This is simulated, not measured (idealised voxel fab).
The following is a process module called voxel released beams.
Square cell edge 5 nm, section width 285 nm, ID cut.
Each cross-section below is a grid of square cells, stated as bands in top-down order, with one or more rows of cells making up each band. For a band, the entry starts with two heights in nm, that of the top and then that of the bottom, and carries on with the band's materials in order from left to right, each alongside its width in nm; the word "everywhere" beside a single material means it fills the band edge to edge, and "blank" means empty space. A quick word on heights: they are counted from 0, and under that level the wafer as it came to us is one material throughout. The lowest band is different from the rest in having no bottom; it simply continues downward, written as in "0 down". Think of "30->40" as a width that walks from the first number to the second as you go down the band, top row to bottom row, taking equal-sized steps from row to row. Step marked "no change occurred"? Then no cell in the cross-section changed in it. Entry "Sealed voids". Content: empty spaces with no open connection to the top, size 8 cells or greater. Each: width x height at distance. Distance: from left edge. Unit: nm. What comes after the settings on a step's line is commentary from the simulator itself on that step. On any step carrying a mask, the "overlay nm" setting, if present on the step's line, tells how far right of its planned place the mask lay; negative values point to the left.
Planned step list for the process:
1. RECEIVE | material Si
2. CONFORMAL_DEP | material Al2O3 | thk nm 5
3. DIRECTIONAL_DEP | material SiO2 | thk nm 20
4. PATTERN | tone open | mask id ANCHOR | material resist | width nm 35 | thk nm 15 | overlay nm 0
5. DIRECTIONAL_ETCH | etch materials SiO2 | depth nm 20
6. STRIP | etch materials resist
7. CONFORMAL_DEP | material W | thk nm 15
8. MASKED_ETCH | tone cover | mask id BEAM | width nm 95 | etch materials W | depth nm 15 | overlay nm 0
9. STRIP | etch materials SiO2
As received (post step 1): cross-section:
- 0 down: Si everywhere
- Sealed voids: none
Cross-sectional result after module completion. Note: starting condition and plan are unchanged from above; one processing mistake was made:
- 40 to 25: 90 of blank  95 of W  100 of blank
- 25 to 5: 100 of blank  25 of W  160 of blank
- 5 to 0: Al2O3 everywhere
- 0 down: Si everywhere
- Sealed voids: none
Diagnosis: rather than as planned, step 4 actually ran as PATTERN | tone open | mask id ANCHOR | material resist | width nm 25 | thk nm 15 | overlay nm 0
